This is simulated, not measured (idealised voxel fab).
process module | voxel capacitor over wiring
cross-section cut | 220 nm wide | cells 5 nm
A cross-section is a grid of square cells, given in bands from the top down. A band is one or more rows of cells.
Each band's line starts with the height of the band's top and of its bottom, in nm. Then come its materials from left to right, each with its width in nm. One material with "throughout" fills the band from edge to edge. "air" is empty space.
Height 0 is the level under which the wafer as received is all one material. The lowest band goes on downwards, as in "0 down".
A width such as "30 to 40" changes by the same amount from each row of cells to the next, from the band's top row to its bottom row.
"no change" after a step means that no cell of the cross-section changed.
closed voids: empty space of 8 cells or more with no open way to the top, each as width x height at its distance from the left edge, in nm
after a step's settings: what the simulator itself notes on the step
overlay nm, on a step with a mask: how far to the right of its planned place the mask lay; to the left if negative
Each pair below shows a cross-section before one step and the cross-section after it, down to the lowest band that changed. The line under each pair gives the step between them, with its settings. The pairs can come from different runs of this module on the same starting wafer, so a pair continues from the pair above only where its "before" says so.
before
  95 to 90: TiN 80 | air 5 | TiN 135
  90 to 80: SiO2 75 | TiN 5 | air 5 | TiN 5 | SiO2 130
  80 to 70: SiO2 75 to 65 | TiN 15 to 65 | SiO2 130 to 90
  70 to 65: SiO2 65 | Al2O3 65 | SiO2 90
  65 to 55: SiO2 60 | TiN 75 | SiO2 85
  55 to 50: SiCN 65 | TiN 15 | SiCN 140
  50 to 35: SiO2 throughout
  35 to 20: SiO2 45 | SiN 5 | W 30 | SiN 5 | SiO2 50 | SiN 5 | W 30 | SiN 5 | SiO2 45
  20 to 15: SiN 50 | TiN 30 | SiN 60 | TiN 30 | SiN 50
  15 to 0: SiO2 throughout
  0 down: Si throughout
  closed voids: none
after
  100 to 95: W throughout
  95 to 90: TiN 80 | W 5 | TiN 135
  90 to 80: SiO2 75 | TiN 5 | W 5 | TiN 5 | SiO2 130
  below 80: unchanged
  closed voids: none
the step between: op FILL_DEP | material W | thk nm 5
before: the cross-section after the pair above
after
  90 to 80: SiO2 75 | TiN 5 | W 5 | TiN 5 | SiO2 130
  below 80: unchanged
  closed voids: none
the step between: op CMP | height nm 90
before: the cross-section after the pair above
after
  95 to 90: SiCN throughout
  below 90: unchanged
  closed voids: none
the step between: op CONFORMAL_DEP | material SiCN | thk nm 5
before
  70 to 65: Al2O3 throughout
  65 to 55: TiN throughout
  55 to 40: SiO2 65 | TiN 5 | Cu 5 | TiN 5 | SiO2 140
  40 to 35: SiCN 65 | TiN 15 | SiCN 140
  35 to 20: SiO2 45 | SiN 5 | W 30 | SiN 5 | SiO2 50 | SiN 5 | W 30 | SiN 5 | SiO2 45
  20 to 15: SiN 50 | TiN 30 | SiN 60 | TiN 30 | SiN 50
  15 to 0: SiO2 throughout
  0 down: Si throughout
  closed voids: none
after
  85 to 70: TiN throughout
  below 70: unchanged
  closed voids: none
the step between: op DIRECTIONAL_DEP | material TiN | thk nm 15
before: the cross-section after the pair above
after
  100 to 85: air 65 | resist 65 | air 90
  below 85: unchanged
  closed voids: none
the step between: op PATTERN | tone cover | mask id UPPER_PLATE | material resist | width nm 65 | thk nm 15 | overlay nm 0
before: the cross-section after the pair above
after
  100 to 85: air 65 | resist 65 | air 90
  85 to 80: air 65 | TiN 65 | air 90
  below 80: unchanged
  closed voids: none
the step between: op DIRECTIONAL_ETCH | etch materials TiN | depth nm 5
before: the cross-section after the pair above
after
  85 to 80: air 65 | TiN 65 | air 90
  below 80: unchanged
  closed voids: none
the step between: op STRIP | etch materials resist
before: the cross-section after the pair above
after
  95 to 90: air 65 | aC 65 | air 90
  90 to 85: aC throughout
  85 to 80: aC 65 | TiN 65 | aC 90
  below 80: unchanged
  closed voids: none
the step between: op DIRECTIONAL_DEP | material aC | thk nm 10
before: the cross-section after the pair above
after
  120 to 95: air 60 | resist 75 | air 85
  95 to 90: air 60 | resist 5 | aC 65 | resist 5 | air 85
  below 90: unchanged
  closed voids: none
the step between: op PATTERN | tone cover | mask id LOWER_PLATE | material resist | width nm 75 | thk nm 25 | overlay nm 0
before: the cross-section after the pair above
after
  110 to 95: air 60 | resist 75 | air 85
  95 to 90: air 60 | resist 5 | aC 65 | resist 5 | air 85
  90 to 85: air 60 | aC 75 | air 85
  85 to 80: air 60 | aC 5 | TiN 65 | aC 5 | air 85
  below 80: unchanged
  closed voids: none
the step between: op DIRECTIONAL_ETCH | etch materials aC | depth nm 10
before: the cross-section after the pair above
after
  95 to 85: air 65 to 60 | aC 65 to 75 | air 90 to 85
  below 85: unchanged
  closed voids: none
the step between: op STRIP | etch materials resist
before: the cross-section after the pair above
after
  95 to 85: air 65 to 60 | aC 65 to 75 | air 90 to 85
  85 to 80: air 60 | aC 5 | TiN 65 | aC 5 | air 85
  80 to 70: air 60 | TiN 75 | air 85
  below 70: unchanged
  closed voids: none
the step between: op DIRECTIONAL_ETCH | etch materials TiN | depth nm 10
before: the cross-section after the pair above
after
  85 to 80: air 65 | TiN 65 | air 90
  below 80: unchanged
  closed voids: none
the step between: op STRIP | etch materials aC
before: the cross-section after the pair above
after
  105 to 85: SiO2 throughout
  85 to 80: SiO2 65 | TiN 65 | SiO2 90
  80 to 70: SiO2 60 | TiN 75 | SiO2 85
  below 70: unchanged
  closed voids: none
the step between: op FILL_DEP | material SiO2 | thk nm 20
before: the cross-section after the pair above
after
  90 to 85: SiO2 throughout
  below 85: unchanged
  closed voids: none
the step between: op CMP | height nm 90
before: the cross-section after the pair above
after
  90 to 85: SiO2 75 | air 15 | SiO2 130
  below 85: unchanged
  closed voids: none
the step between: op MASKED_ETCH | tone open | mask id PLUG_2 | width nm 15 | etch materials SiO2 | depth nm 15 | overlay nm 0
before: the cross-section after the pair above
after
  95 to 90: TiN 80 | air 5 | TiN 135
  90 to 80: SiO2 75 to 65 | TiN 15 to 65 | SiO2 130 to 90
  below 80: unchanged
  closed voids: none
the step between: op CONFORMAL_DEP | material TiN | thk nm 5
before: the cross-section after the pair above
after
  100 to 95: W throughout
  95 to 90: TiN 80 | W 5 | TiN 135
  below 90: unchanged
  closed voids: none
the step between: op FILL_DEP | material W | thk nm 5
before: the cross-section after the pair above
after
  90 to 80: SiO2 75 to 65 | TiN 15 to 65 | SiO2 130 to 90
  below 80: unchanged
  closed voids: none
the step between: op CMP | height nm 90
before: the cross-section after the pair above
after
  95 to 90: SiCN throughout
  below 90: unchanged
  closed voids: none
the step between: op CONFORMAL_DEP | material SiCN | thk nm 5
before
  90 to 75: SiO2 throughout
  75 to 70: SiO2 65 | TiN 65 | SiO2 90
  70 to 65: SiO2 65 | Al2O3 65 | SiO2 90
  65 to 55: SiO2 60 | TiN 75 | SiO2 85
  55 to 40: SiO2 65 | TiN 5 | Cu 5 | TiN 5 | SiO2 140
  40 to 35: SiCN 65 | TiN 15 | SiCN 140
  35 to 20: SiO2 45 | SiN 5 | W 30 | SiN 5 | SiO2 50 | SiN 5 | W 30 | SiN 5 | SiO2 45
  20 to 15: SiN 50 | TiN 30 | SiN 60 | TiN 30 | SiN 50
  15 to 0: SiO2 throughout
  0 down: Si throughout
  closed voids: none
after
  90 to 75: SiO2 70 | air 25 | SiO2 125
  below 75: unchanged
  closed voids: none
the step between: op MASKED_ETCH | tone open | mask id PLUG_2 | width nm 25 | etch materials SiO2 | depth nm 15 | overlay nm 0
before: the cross-section after the pair above
after
  95 to 90: TiN 75 | air 15 | TiN 130
  90 to 80: SiO2 70 | TiN 5 | air 15 | TiN 5 | SiO2 125
  80 to 70: SiO2 70 to 65 | TiN 25 to 65 | SiO2 125 to 90
  below 70: unchanged
  closed voids: none
the step between: op CONFORMAL_DEP | material TiN | thk nm 5
before: the cross-section after the pair above
after
  100 to 95: W throughout
  95 to 90: TiN 75 | W 15 | TiN 130
  90 to 80: SiO2 70 | TiN 5 | W 15 | TiN 5 | SiO2 125
  below 80: unchanged
  closed voids: none
the step between: op FILL_DEP | material W | thk nm 5
before: the cross-section after the pair above
after
  90 to 80: SiO2 70 | TiN 5 | W 15 | TiN 5 | SiO2 125
  below 80: unchanged
  closed voids: none
the step between: op CMP | height nm 90
before: the cross-section after the pair above
after
  95 to 90: SiCN throughout
  below 90: unchanged
  closed voids: none
the step between: op CONFORMAL_DEP | material SiCN | thk nm 5
before
  75 to 70: TiN throughout
  70 to 65: Al2O3 throughout
  65 to 55: TiN throughout
  55 to 40: SiO2 65 | TiN 5 | Cu 5 | TiN 5 | SiO2 140
  40 to 35: SiCN 65 | TiN 15 | SiCN 140
  35 to 20: SiO2 45 | SiN 5 | W 30 | SiN 5 | SiO2 50 | SiN 5 | W 30 | SiN 5 | SiO2 45
  20 to 15: SiN 50 | TiN 30 | SiN 60 | TiN 30 | SiN 50
  15 to 0: SiO2 throughout
  0 down: Si throughout
  closed voids: none
after
  90 to 75: air 75 | resist 65 | air 80
  below 75: unchanged
  closed voids: none
the step between: op PATTERN | tone cover | mask id UPPER_PLATE | material resist | width nm 65 | thk nm 15 | overlay nm 10
before: the cross-section after the pair above
after
  90 to 75: air 75 | resist 65 | air 80
  75 to 70: air 75 | TiN 65 | air 80
  below 70: unchanged
  closed voids: none
the step between: op DIRECTIONAL_ETCH | etch materials TiN | depth nm 5
before: the cross-section after the pair above
after
  90 to 75: air 75 | resist 65 | air 80
  75 to 70: air 75 | TiN 65 | air 80
  70 to 65: air 75 | Al2O3 65 | air 80
  below 65: unchanged
  closed voids: none
the step between: op DIRECTIONAL_ETCH | etch materials Al2O3 | depth nm 5
before: the cross-section after the pair above
after
  75 to 70: air 75 | TiN 65 | air 80
  below 70: unchanged
  closed voids: none
the step between: op STRIP | etch materials resist
before: the cross-section after the pair above
after
  85 to 75: air 75 | aC 65 | air 80
  75 to 70: aC 75 | TiN 65 | aC 80
  70 to 65: aC 75 | Al2O3 65 | aC 80
  below 65: unchanged
  closed voids: none
the step between: op DIRECTIONAL_DEP | material aC | thk nm 10
before: the cross-section after the pair above
after
  110 to 85: air 60 | resist 75 | air 85
  85 to 75: air 60 | resist 15 | aC 65 | air 80
  below 75: unchanged
  closed voids: none
the step between: op PATTERN | tone cover | mask id LOWER_PLATE | material resist | width nm 75 | thk nm 25 | overlay nm 0
before: the cross-section after the pair above
after
  100 to 85: air 60 | resist 75 | air 85
  85 to 75: air 60 | resist 15 | aC 60 | air 85
  75 to 70: air 60 | aC 15 | TiN 65 | air 80
  70 to 65: air 60 | aC 15 | Al2O3 65 | air 80
  below 65: unchanged
  closed voids: none
the step between: op DIRECTIONAL_ETCH | etch materials aC | depth nm 10
before: the cross-section after the pair above
after
  85 to 75: air 75 | aC 60 | air 85
  below 75: unchanged
  closed voids: none
the step between: op STRIP | etch materials resist
before: the cross-section after the pair above
after
  85 to 75: air 75 | aC 60 | air 85
  75 to 70: air 60 | aC 15 | TiN 60 | air 85
  70 to 65: air 60 | aC 15 | Al2O3 65 | air 80
  65 to 55: air 60 | TiN 80 | air 80
  below 55: unchanged
  closed voids: none
the step between: op DIRECTIONAL_ETCH | etch materials TiN | depth nm 10
before: the cross-section after the pair above
after
  75 to 70: air 75 | TiN 60 | air 85
  70 to 65: air 75 | Al2O3 65 | air 80
  below 65: unchanged
  closed voids: none
the step between: op STRIP | etch materials aC
before: the cross-section after the pair above
after
  95 to 75: SiO2 throughout
  75 to 70: SiO2 75 | TiN 60 | SiO2 85
  70 to 65: SiO2 75 | Al2O3 65 | SiO2 80
  65 to 55: SiO2 60 | TiN 80 | SiO2 80
  below 55: unchanged
  closed voids: none
the step between: op FILL_DEP | material SiO2 | thk nm 20
before: the cross-section after the pair above
after
  90 to 75: SiO2 throughout
  below 75: unchanged
  closed voids: none
the step between: op CMP | height nm 90
before: the cross-section after the pair above
after
  90 to 75: SiO2 75 | air 15 | SiO2 130
  below 75: unchanged
  closed voids: none
the step between: op MASKED_ETCH | tone open | mask id PLUG_2 | width nm 15 | etch materials SiO2 | depth nm 15 | overlay nm 0
before: the cross-section after the pair above
after
  95 to 90: TiN 80 | air 5 | TiN 135
  90 to 80: SiO2 75 | TiN 5 | air 5 | TiN 5 | SiO2 130
  80 to 70: SiO2 75 | TiN 15 to 60 | SiO2 130 to 85
  below 70: unchanged
  closed voids: none
the step between: op CONFORMAL_DEP | material TiN | thk nm 5
before: the cross-section after the pair above
after
  100 to 95: W throughout
  95 to 90: TiN 80 | W 5 | TiN 135
  90 to 80: SiO2 75 | TiN 5 | W 5 | TiN 5 | SiO2 130
  below 80: unchanged
  closed voids: none
the step between: op FILL_DEP | material W | thk nm 5
before: the cross-section after the pair above
after
  90 to 80: SiO2 75 | TiN 5 | W 5 | TiN 5 | SiO2 130
  below 80: unchanged
  closed voids: none
the step between: op CMP | height nm 90
before: the cross-section after the pair above
after
  95 to 90: SiCN throughout
  below 90: unchanged
  closed voids: none
the step between: op CONFORMAL_DEP | material SiCN | thk nm 5
before
  15 to 0: SiO2 throughout
  0 down: Si throughout
  closed voids: none
after
  20 to 15: Al2O3 throughout
  below 15: unchanged
  closed voids: none
the step between: op DIRECTIONAL_DEP | material Al2O3 | thk nm 5
before: the cross-section after the pair above
after
  35 to 20: W throughout
  below 20: unchanged
  closed voids: none
the step between: op DIRECTIONAL_DEP | material W | thk nm 15
before: the cross-section after the pair above
after
  50 to 35: aC throughout
  below 35: unchanged
  closed voids: none
the step between: op DIRECTIONAL_DEP | material aC | thk nm 15
before: the cross-section after the pair above
after
  80 to 50: air 50 | resist 30 | air 60 | resist 30 | air 50
  below 50: unchanged
  closed voids: none
the step between: op PATTERN | tone cover | mask id METAL_1 | material resist | width nm 30 | pitch nm 90 | thk nm 30 | overlay nm 0
before: the cross-section after the pair above
after
  65 to 50: air 50 | resist 30 | air 60 | resist 30 | air 50
  50 to 35: air 50 | aC 30 | air 60 | aC 30 | air 50
  below 35: unchanged
  closed voids: none
the step between: op DIRECTIONAL_ETCH | etch materials aC | depth nm 15
before: the cross-section after the pair above
after
  50 to 35: air 50 | aC 30 | air 60 | aC 30 | air 50
  below 35: unchanged
  closed voids: none
the step between: op STRIP | etch materials resist
before: the cross-section after the pair above
after
  50 to 35: air 50 | aC 30 | air 60 | aC 30 | air 50
  35 to 20: air 50 | W 30 | air 60 | W 30 | air 50
  below 20: unchanged
  closed voids: none
the step between: op DIRECTIONAL_ETCH | etch materials W | depth nm 15
before: the cross-section after the pair above
after
  35 to 20: air 50 | W 30 | air 60 | W 30 | air 50
  below 20: unchanged
  closed voids: none
the step between: op STRIP | etch materials aC
before: the cross-section after the pair above
after
  40 to 35: air 45 | SiN 40 | air 50 | SiN 40 | air 45
  35 to 25: air 45 | SiN 5 | W 30 | SiN 5 | air 50 | SiN 5 | W 30 | SiN 5 | air 45
  25 to 20: SiN 50 | W 30 | SiN 60 | W 30 | SiN 50
  below 20: unchanged
  closed voids: none
the step between: op CONFORMAL_DEP | material SiN | thk nm 5
before: the cross-section after the pair above
after
  45 to 40: SiO2 throughout
  40 to 35: SiO2 45 | SiN 40 | SiO2 50 | SiN 40 | SiO2 45
  35 to 25: SiO2 45 | SiN 5 | W 30 | SiN 5 | SiO2 50 | SiN 5 | W 30 | SiN 5 | SiO2 45
  below 25: unchanged
  closed voids: none
the step between: op FILL_DEP | material SiO2 | thk nm 5
before: the cross-section after the pair above
after
  35 to 25: SiO2 45 | SiN 5 | W 30 | SiN 5 | SiO2 50 | SiN 5 | W 30 | SiN 5 | SiO2 45
  below 25: unchanged
  closed voids: none
the step between: op CMP | height nm 35
before: the cross-section after the pair above
after
  40 to 35: SiCN throughout
  below 35: unchanged
  closed voids: none
the step between: op CONFORMAL_DEP | material SiCN | thk nm 5
before: the cross-section after the pair above
after
  55 to 40: SiO2 throughout
  below 40: unchanged
  closed voids: none
the step between: op DIRECTIONAL_DEP | material SiO2 | thk nm 15
before: the cross-section after the pair above
after
  70 to 55: resist 65 | air 15 | resist 140
  below 55: unchanged
  closed voids: none
the step between: op PATTERN | tone open | mask id PLUG_1 | material resist | width nm 15 | thk nm 15 | overlay nm 0
before: the cross-section after the pair above
after
  70 to 55: resist 65 | air 15 | resist 140
  55 to 40: SiO2 65 | air 15 | SiO2 140
  below 40: unchanged
  closed voids: none
the step between: op DIRECTIONAL_ETCH | etch materials SiO2 | depth nm 15
before: the cross-section after the pair above
after
  70 to 55: resist 65 | air 15 | resist 140
  55 to 40: SiO2 65 | air 15 | SiO2 140
  40 to 35: SiCN 65 | air 15 | SiCN 140
  below 35: unchanged
  closed voids: none
the step between: op DIRECTIONAL_ETCH | etch materials SiCN | depth nm 5
before: the cross-section after the pair above
after
  55 to 40: SiO2 65 | air 15 | SiO2 140
  below 40: unchanged
  closed voids: none
the step between: op STRIP | etch materials resist
before: the cross-section after the pair above
after
  60 to 55: TiN 70 | air 5 | TiN 145
  55 to 40: SiO2 65 | TiN 5 | air 5 | TiN 5 | SiO2 140
  40 to 35: SiCN 65 | TiN 15 | SiCN 140
  below 35: unchanged
  closed voids: none
the step between: op CONFORMAL_DEP | material TiN | thk nm 5
before: the cross-section after the pair above
after
  70 to 60: Cu throughout
  60 to 55: TiN 70 | Cu 5 | TiN 145
  55 to 40: SiO2 65 | TiN 5 | Cu 5 | TiN 5 | SiO2 140
  below 40: unchanged
  closed voids: none
the step between: op FILL_DEP | material Cu | thk nm 10
before: the cross-section after the pair above
after
  55 to 40: SiO2 65 | TiN 5 | Cu 5 | TiN 5 | SiO2 140
  below 40: unchanged
  closed voids: none
the step between: op CMP | height nm 55
before: the cross-section after the pair above
after
  65 to 55: TiN throughout
  below 55: unchanged
  closed voids: none
the step between: op DIRECTIONAL_DEP | material TiN | thk nm 10
before: the cross-section after the pair above
after
  70 to 65: Al2O3 throughout
  below 65: unchanged
  closed voids: none
the step between: op DIRECTIONAL_DEP | material Al2O3 | thk nm 5
before: the cross-section after the pair above
after
  75 to 70: TiN throughout
  below 70: unchanged
  closed voids: none
the step between: op DIRECTIONAL_DEP | material TiN | thk nm 5
before: the cross-section after the pair above
after
  90 to 75: air 65 | resist 65 | air 90
  below 75: unchanged
  closed voids: none
the step between: op PATTERN | tone cover | mask id UPPER_PLATE | material resist | width nm 65 | thk nm 15 | overlay nm 0
before: the cross-section after the pair above
after
  90 to 75: air 65 | resist 65 | air 90
  75 to 70: air 65 | TiN 65 | air 90
  below 70: unchanged
  closed voids: none
the step between: op DIRECTIONAL_ETCH | etch materials TiN | depth nm 5
before: the cross-section after the pair above
after
  90 to 75: air 65 | resist 65 | air 90
  75 to 70: air 65 | TiN 65 | air 90
  70 to 65: air 65 | Al2O3 65 | air 90
  below 65: unchanged
  closed voids: none
the step between: op DIRECTIONAL_ETCH | etch materials Al2O3 | depth nm 5
before: the cross-section after the pair above
after
  75 to 70: air 65 | TiN 65 | air 90
  below 70: unchanged
  closed voids: none
the step between: op STRIP | etch materials resist
before: the cross-section after the pair above
after
  85 to 75: air 65 | aC 65 | air 90
  75 to 70: aC 65 | TiN 65 | aC 90
  70 to 65: aC 65 | Al2O3 65 | aC 90
  below 65: unchanged
  closed voids: none
the step between: op DIRECTIONAL_DEP | material aC | thk nm 10
before: the cross-section after the pair above
after
  110 to 85: air 60 | resist 75 | air 85
  85 to 75: air 60 | resist 5 | aC 65 | resist 5 | air 85
  below 75: unchanged
  closed voids: none
the step between: op PATTERN | tone cover | mask id LOWER_PLATE | material resist | width nm 75 | thk nm 25 | overlay nm 0
before: the cross-section after the pair above
after
  100 to 85: air 60 | resist 75 | air 85
  85 to 75: air 60 | resist 5 | aC 65 | resist 5 | air 85
  75 to 70: air 60 | aC 5 | TiN 65 | aC 5 | air 85
  70 to 65: air 60 | aC 5 | Al2O3 65 | aC 5 | air 85
  below 65: unchanged
  closed voids: none
the step between: op DIRECTIONAL_ETCH | etch materials aC | depth nm 10
before: the cross-section after the pair above
after
  85 to 75: air 65 | aC 65 | air 90
  below 75: unchanged
  closed voids: none
the step between: op STRIP | etch materials resist
before: the cross-section after the pair above
after
  85 to 75: air 65 | aC 65 | air 90
  75 to 70: air 60 | aC 5 | TiN 65 | aC 5 | air 85
  70 to 65: air 60 | aC 5 | Al2O3 65 | aC 5 | air 85
  65 to 55: air 60 | TiN 75 | air 85
  below 55: unchanged
  closed voids: none
the step between: op DIRECTIONAL_ETCH | etch materials TiN | depth nm 10
before: the cross-section after the pair above
after
  75 to 70: air 65 | TiN 65 | air 90
  70 to 65: air 65 | Al2O3 65 | air 90
  below 65: unchanged
  closed voids: none
the step between: op STRIP | etch materials aC
before: the cross-section after the pair above
after
  95 to 75: SiO2 throughout
  75 to 70: SiO2 65 | TiN 65 | SiO2 90
  70 to 65: SiO2 65 | Al2O3 65 | SiO2 90
  65 to 55: SiO2 60 | TiN 75 | SiO2 85
  below 55: unchanged
  closed voids: none
the step between: op FILL_DEP | material SiO2 | thk nm 20
before: the cross-section after the pair above
after
  90 to 75: SiO2 throughout
  below 75: unchanged
  closed voids: none
the step between: op CMP | height nm 90
before: the cross-section after the pair above
after
  90 to 75: SiO2 75 | air 15 | SiO2 130
  below 75: unchanged
  closed voids: none
the step between: op MASKED_ETCH | tone open | mask id PLUG_2 | width nm 15 | etch materials SiO2 | depth nm 15 | overlay nm 0
before: the cross-section after the pair above
after
  95 to 90: TiN 80 | air 5 | TiN 135
  90 to 80: SiO2 75 | TiN 5 | air 5 | TiN 5 | SiO2 130
  80 to 70: SiO2 75 to 65 | TiN 15 to 65 | SiO2 130 to 90
  below 70: unchanged
  closed voids: none
the step between: op CONFORMAL_DEP | material TiN | thk nm 5
before: the cross-section after the pair above
after
  100 to 95: W throughout
  95 to 90: TiN 80 | W 5 | TiN 135
  90 to 80: SiO2 75 | TiN 5 | W 5 | TiN 5 | SiO2 130
  below 80: unchanged
  closed voids: none
the step between: op FILL_DEP | material W | thk nm 5
before: the cross-section after the pair above
after
  90 to 80: SiO2 75 | TiN 5 | W 5 | TiN 5 | SiO2 130
  below 80: unchanged
  closed voids: none
the step between: op CMP | height nm 90
before: the cross-section after the pair above
after
  95 to 90: SiCN throughout
  below 90: unchanged
  closed voids: none
the step between: op CONFORMAL_DEP | material SiCN | thk nm 5
before
  85 to 75: air 65 | aC 65 | air 90
  75 to 70: aC 65 | TiN 65 | aC 90
  70 to 65: aC 65 | Al2O3 65 | aC 90
  65 to 55: TiN throughout
  55 to 40: SiO2 65 | TiN 5 | Cu 5 | TiN 5 | SiO2 140
  40 to 35: SiCN 65 | TiN 15 | SiCN 140
  35 to 20: SiO2 45 | SiN 5 | W 30 | SiN 5 | SiO2 50 | SiN 5 | W 30 | SiN 5 | SiO2 45
  20 to 15: SiN 50 | TiN 30 | SiN 60 | TiN 30 | SiN 50
  15 to 0: SiO2 throughout
  0 down: Si throughout
  closed voids: none
after
  110 to 85: resist 60 | air 75 | resist 85
  85 to 75: resist 60 | air 5 | aC 65 | air 5 | resist 85
  below 75: unchanged
  closed voids: none
the step between: op PATTERN | tone open | mask id LOWER_PLATE | material resist | width nm 75 | thk nm 25 | overlay nm 0
before: the cross-section after the pair above
after
  100 to 75: resist 60 | air 75 | resist 85
  75 to 70: aC 60 | air 5 | TiN 65 | air 5 | aC 85
  70 to 65: aC 60 | air 5 | Al2O3 65 | air 5 | aC 85
  below 65: unchanged
  closed voids: none
the step between: op DIRECTIONAL_ETCH | etch materials aC | depth nm 10
before: the cross-section after the pair above
after
  75 to 70: aC 60 | air 5 | TiN 65 | air 5 | aC 85
  below 70: unchanged
  closed voids: none
the step between: op STRIP | etch materials resist
before: the cross-section after the pair above
after
  75 to 70: aC 60 | air 75 | aC 85
  70 to 65: aC 60 | air 5 | Al2O3 65 | air 5 | aC 85
  65 to 55: TiN 60 | air 5 | TiN 65 | air 5 | TiN 85
  below 55: unchanged
  closed voids: none
the step between: op DIRECTIONAL_ETCH | etch materials TiN | depth nm 10
before: the cross-section after the pair above
after
  70 to 65: air 65 | Al2O3 65 | air 90
  below 65: unchanged
  closed voids: none
the step between: op STRIP | etch materials aC
before: the cross-section after the pair above
after
  90 to 70: SiO2 throughout
  70 to 65: SiO2 65 | Al2O3 65 | SiO2 90
  65 to 55: TiN 60 | SiO2 5 | TiN 65 | SiO2 5 | TiN 85
  below 55: unchanged
  closed voids: none
the step between: op FILL_DEP | material SiO2 | thk nm 20
before: the cross-section after the pair above
after
  90 to 75: SiO2 75 | air 15 | SiO2 130
  below 75: unchanged
  closed voids: none
the step between: op MASKED_ETCH | tone open | mask id PLUG_2 | width nm 15 | etch materials SiO2 | depth nm 15 | overlay nm 0
before: the cross-section after the pair above
after
  95 to 90: TiN 80 | air 5 | TiN 135
  90 to 80: SiO2 75 | TiN 5 | air 5 | TiN 5 | SiO2 130
  80 to 75: SiO2 75 | TiN 15 | SiO2 130
  below 75: unchanged
  closed voids: none
the step between: op CONFORMAL_DEP | material TiN | thk nm 5
before: the cross-section after the pair above
after
  100 to 95: W throughout
  95 to 90: TiN 80 | W 5 | TiN 135
  90 to 80: SiO2 75 | TiN 5 | W 5 | TiN 5 | SiO2 130
  below 80: unchanged
  closed voids: none
the step between: op FILL_DEP | material W | thk nm 5
before: the cross-section after the pair above
after
  90 to 80: SiO2 75 | TiN 5 | W 5 | TiN 5 | SiO2 130
  below 80: unchanged
  closed voids: none
the step between: op CMP | height nm 90
before: the cross-section after the pair above
after
  95 to 90: SiCN throughout
  below 90: unchanged
  closed voids: none
the step between: op CONFORMAL_DEP | material SiCN | thk nm 5
